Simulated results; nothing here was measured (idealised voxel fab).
process module | voxel plated lines
Shown is cross-section cut, with a width of 140 nm and square cells of size 5 nm.
Square cells in a grid make up a cross-section in this document, and the grid is given as bands, listed from the top down, each one or more rows of cells.
First you get the band's top height and its bottom height, in nm, and then the materials it's made of, left to right, with each width in nm. If you see a single material with "everywhere", that one covers the band edge to edge. "air" is empty space.
Ref level 0: as-received wafer is one material below here. Bottom band extends down with no lower bound ("0..down").
Top row gets the first number, bottom row gets the second, and each row in between changes by the same step: that is how a band width like "30..40" works.
Where a step carries "changes: none", the cross-section came out of it unchanged, cell for cell.
"Closed internal voids" - sealed voids, min. 8 cells, no opening to top; format: width x height at distance (distance from left edge; nm throughout).
after a step's settings: what the simulator itself notes on the step
overlay nm: for a step with a mask, the amount by which the mask lay right of where it was planned; a negative amount means left of it.

-- Process steps (planned)
1,op RECEIVE | material Si
2,op CONFORMAL_DEP | material SiN | thk nm 5
3,op DIRECTIONAL_DEP | material TiN | thk nm 5
4,op PATTERN | tone open | mask id LINES | material resist | width nm 20 | pitch nm 45 | thk nm 20 | overlay nm 0
5,op EPI | material Ru | thk nm 10
6,op STRIP | etch materials resist
7,op DIRECTIONAL_ETCH | etch materials TiN | depth nm 5
8,op CONFORMAL_DEP | material SiCN | thk nm 10

-- Shown in cross-section is the wafer as received, that is, as it stands after step 1
  0..down  Si everywhere
  Closed internal voids: none

-- first wafer at the end, as planned
  30..20  5 air; 40 SiCN; 5 air; 40 SiCN; 5 air; 40 SiCN; 5 air
  20..15  5 air; 10 SiCN; 20 Ru; 10 SiCN; 5 air; 10 SiCN; 20 Ru; 10 SiCN; 5 air; 10 SiCN; 20 Ru; 10 SiCN; 5 air
  15..10  15 SiCN; 20 Ru; 25 SiCN; 20 Ru; 25 SiCN; 20 Ru; 15 SiCN
  10..5  15 SiCN; 20 TiN; 25 SiCN; 20 TiN; 25 SiCN; 20 TiN; 15 SiCN
  5..0  SiN everywhere
  0..down  Si everywhere
  Closed internal voids: none

-- Second of two wafers, module complete, sectioned: it shares the first wafer's start and plan but was run with one mistake
  20..10  15 air; 20 Ru; 25 air; 20 Ru; 25 air; 20 Ru; 15 air
  10..5  15 air; 20 TiN; 25 air; 20 TiN; 25 air; 20 TiN; 15 air
  5..0  SiN everywhere
  0..down  Si everywhere
  Closed internal voids: none
Heads up, the wafer didn't run the way we planned it: step 8 of the plan was bypassed and not carried out
Upon completion, the second wafer contains, in terms of cells, a greater or smaller amount of certain materials than the first wafer: -92 SiCN
